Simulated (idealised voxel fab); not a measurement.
Documented hereafter: the process module known as voxel spacer lines.
Square cells of 5 nm make up the cross-section cut, whose width is 200 nm.
Think of the cross-section as a grid of square cells. We describe it in bands, top to bottom, and each band covers one or more rows of those cells. Look at the band entry: it leads with the top's height and the bottom's height in nm. Then it lists the materials left to right, with a width in nm for each. The word "full width" on a single material says that material fills the band edge to edge. The word "empty" is empty space. For the purposes of this specification, 0 denotes the height below which the wafer in its as-received condition is composed wholly of one material, and the lowermost band, lacking a lower limit, extends downward without end, as expressed in "0 and below". Read "30..40" as a graded width: first number on top, second number at the bottom, same change between each pair of neighbouring rows. Step marked "left unchanged"? Then no cell in the cross-section changed in it. If an empty space has no open way to the top and is at least 8 cells in size, "Closed void entries" lists it, written width x height at distance, where distance is measured from the left edge and every value is in nm. Heads up: the bit after the settings on a step's line is the simulator's remark on that step. overlay nm: step with mask; distance mask lay right of planned place; negative value = left of planned place.
SET OUT BELOW ARE THE PLANNED STEPS OF THE PROCESS
| 1 | RECEIVE | material Si |
| 2 | CONFORMAL_DEP | material Al2O3 | thk nm 10 |
| 3 | DIRECTIONAL_DEP | material TiN | thk nm 15 |
| 4 | DIRECTIONAL_DEP | material aC | thk nm 20 |
| 5 | PATTERN | tone cover | mask id MANDREL | material resist | width nm 25 | pitch nm 70 | thk nm 25 | overlay nm 0 |
| 6 | DIRECTIONAL_ETCH | etch materials aC | depth nm 20 |
| 7 | STRIP | etch materials resist |
| 8 | CONFORMAL_DEP | material SiO2 | thk nm 10 |
| 9 | DIRECTIONAL_ETCH | etch materials SiO2 | depth nm 10 |
| 10 | STRIP | etch materials aC |
| 11 | DIRECTIONAL_ETCH | etch materials TiN | depth nm 15 |
| 12 | STRIP | etch materials SiO2 |
THIS IS THE CROSS-SECTION OF THE WAFER AS WE RECEIVED IT, I.E. AFTER STEP 1
0 and below | Si full width
Closed void entries: none
MODULE COMPLETE, CROSS-SECTION. STARTING POINT AND PLAN PER ABOVE. ONE MISTAKE MADE IN RUNNING THE MODULE
25 down to 10 | 5 nm empty; 10 nm TiN; 25 nm empty; 10 nm TiN; 25 nm empty; 10 nm TiN; 25 nm empty; 10 nm TiN; 25 nm empty; 10 nm TiN; 25 nm empty; 10 nm TiN; 10 nm empty
10 down to 0 | aC full width
0 and below | Si full width
Closed void entries: none
Heads up, the wafer didn't run the way we planned it: step 2 changed vs plan, executed as CONFORMAL_DEP | material aC | thk nm 10
